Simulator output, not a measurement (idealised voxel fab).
process module | voxel self aligned vias
cross-section cut | 180 nm wide | cells 5 nm
A cross-section is a grid of square cells, given in bands from the top down. A band is one or more rows of cells.
Each band's line starts with the height of the band's top and of its bottom, in nm. Then come its materials from left to right, each with its width in nm. One material with "throughout" fills the band from edge to edge. "air" is empty space.
Height 0 is the level under which the wafer as received is all one material. The lowest band goes on downwards, as in "0 down".
A width such as "30 to 40" changes by the same amount from each row of cells to the next, from the band's top row to its bottom row.
"no change" after a step means that no cell of the cross-section changed.
closed voids: empty space of 8 cells or more with no open way to the top, each as width x height at its distance from the left edge, in nm
after a step's settings: what the simulator itself notes on the step
overlay nm, on a step with a mask: how far to the right of its planned place the mask lay; to the left if negative
plan
1 op RECEIVE | material Si
2 op CONFORMAL_DEP | material SiO2 | thk nm 10
3 op CONFORMAL_DEP | material SiCN | thk nm 5
4 op DIRECTIONAL_DEP | material lowk | thk nm 25
5 op MASKED_ETCH | tone open | mask id LINES | width nm 30 | pitch nm 75 | etch materials lowk | depth nm 25 | overlay nm 0
6 op CONFORMAL_DEP | material TiN | thk nm 5
7 op FILL_DEP | material Ru | thk nm 5
8 op CMP | height nm 40
9 op SELECTIVE_ETCH | etch materials W Ru TiN | depth nm 5
10 op FILL_DEP | material SiN | thk nm 5
11 op CMP | height nm 40
12 op DIRECTIONAL_DEP | material lowk | thk nm 20
13 op DIRECTIONAL_DEP | material aC | thk nm 15
14 op PATTERN | tone open | mask id VIAS | material resist | width nm 50 | pitch nm 75 | thk nm 30 | overlay nm 0
15 op DIRECTIONAL_ETCH | etch materials aC | depth nm 15
16 op STRIP | etch materials resist
17 op DIRECTIONAL_ETCH | etch materials lowk | depth nm 20
18 op DIRECTIONAL_ETCH | etch materials SiN | depth nm 5
19 op STRIP | etch materials aC
20 op CONFORMAL_DEP | material TiN | thk nm 5
21 op FILL_DEP | material Ru | thk nm 5
22 op CMP | height nm 60
23 op CONFORMAL_DEP | material SiN | thk nm 5
as received, after step 1
  0 down: Si throughout
  closed voids: none
first wafer at the end, as planned
  65 to 60: SiN throughout
  60 to 45: lowk 25 | TiN 5 | Ru 40 | TiN 5 | lowk 25 | TiN 5 | Ru 40 | TiN 5 | lowk 30
  45 to 40: lowk 25 | TiN 15 | Ru 20 | TiN 15 | lowk 25 | TiN 15 | Ru 20 | TiN 15 | lowk 30
  40 to 35: lowk 35 | TiN 30 | lowk 45 | TiN 30 | lowk 40
  35 to 20: lowk 35 | TiN 5 | Ru 20 | TiN 5 | lowk 45 | TiN 5 | Ru 20 | TiN 5 | lowk 40
  20 to 15: lowk 35 | TiN 30 | lowk 45 | TiN 30 | lowk 40
  15 to 10: SiCN throughout
  10 to 0: SiO2 throughout
  0 down: Si throughout
  closed voids: none
second wafer at the end: like start, like plan, one mistake
  65 to 60: SiN throughout
  60 to 45: lowk 35 | TiN 5 | Ru 40 | TiN 5 | lowk 25 | TiN 5 | Ru 40 | TiN 5 | lowk 20
  45 to 40: lowk 35 | TiN 5 | Ru 20 | TiN 25 | lowk 25 | TiN 5 | Ru 20 | TiN 25 | lowk 20
  40 to 35: lowk 35 | TiN 30 | lowk 45 | TiN 30 | lowk 40
  35 to 20: lowk 35 | TiN 5 | Ru 20 | TiN 5 | lowk 45 | TiN 5 | Ru 20 | TiN 5 | lowk 40
  20 to 15: lowk 35 | TiN 30 | lowk 45 | TiN 30 | lowk 40
  15 to 10: SiCN throughout
  10 to 0: SiO2 throughout
  0 down: Si throughout
  closed voids: none
what went wrong: step 14 ran as: op PATTERN | tone open | mask id VIAS | material resist | width nm 50 | pitch nm 75 | thk nm 30 | overlay nm 10
at the end the second wafer has, in cells: as many of each material as the first, in other places
